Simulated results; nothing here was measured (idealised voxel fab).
This is a process module. Its name is voxel tone inversion.
180 nm wide, 5 nm square cells: that's cross-section cut.
Cross-sections here: square-cell grids, written as top-down lists of bands, a band being one or more rows of cells.
The band entry comprises the height of the band's top followed by the height of its bottom, expressed in nm, and subsequently the band's materials from left to right, each stated together with its width in nm. Where a single material is marked with the word "full width", that material fills the band from edge to edge. The word "empty" represents empty space.
We count height from 0. Below that, the starting wafer is all one material. The lowest band never ends at the bottom but goes on down; see "0 and below" for how that is written.
With a width like "30->40", each row of cells in the band differs from the next by the same amount, the top row carrying the first number and the bottom row the second.
Take "remained the same" at face value: in the step it is given for, the cross-section changed in none of its cells.
Each empty space that has no open way to the top and spans at least 8 cells appears under "Closed void catalog" as width x height at distance, the distance counted from the left edge, all in nm.
That trailing text on a step's line, after the settings, is the simulator's own remark on the step.
You can add "overlay nm" to a step's line. For a step with a mask, it describes how far the mask lay to the right of its planned position, and a negative number describes a lay to the left.

## The following list gives the planned process steps
1: RECEIVE (material Si)
2: CONFORMAL_DEP (material SiN; thk nm 5)
3: DIRECTIONAL_DEP (material aC; thk nm 15)
4: PATTERN (tone cover; mask id POSTS; material resist; width nm 15; pitch nm 40; thk nm 20; overlay nm 0)
5: DIRECTIONAL_ETCH (etch materials aC; depth nm 15)
6: STRIP (etch materials resist)
7: FILL_DEP (material SiO2; thk nm 5)
8: CMP (height nm 20)
9: STRIP (etch materials aC)

## As-received state of the wafer in cross-section, equivalent to post-step 1
- 0 and below  Si full width
- Closed void catalog: none

## End-of-module cross-section of the first of two wafers, processed as planned
- 20 down to 5  40 SiO2 | 15 empty | 25 SiO2 | 15 empty | 25 SiO2 | 15 empty | 45 SiO2
- 5 down to 0  SiN full width
- 0 and below  Si full width
- Closed void catalog: none

## Now the second wafer, cross-sectioned at the end of the module. Nothing different at the start, nothing different in the plan compared with the first, just one mistake when it was actually run
- 20 down to 5  40 empty | 15 SiO2 | 25 empty | 15 SiO2 | 25 empty | 15 SiO2 | 45 empty
- 5 down to 0  SiN full width
- 0 and below  Si full width
- Closed void catalog: none
Which mistake was made when the wafer was run? off-plan run, step 4, actual operation and settings PATTERN (tone open; mask id POSTS; material resist; width nm 15; pitch nm 40; thk nm 20; overlay nm 0)
Final comparison by cell count, materials where the second wafer has more or fewer than the first: 54 fewer of SiO2
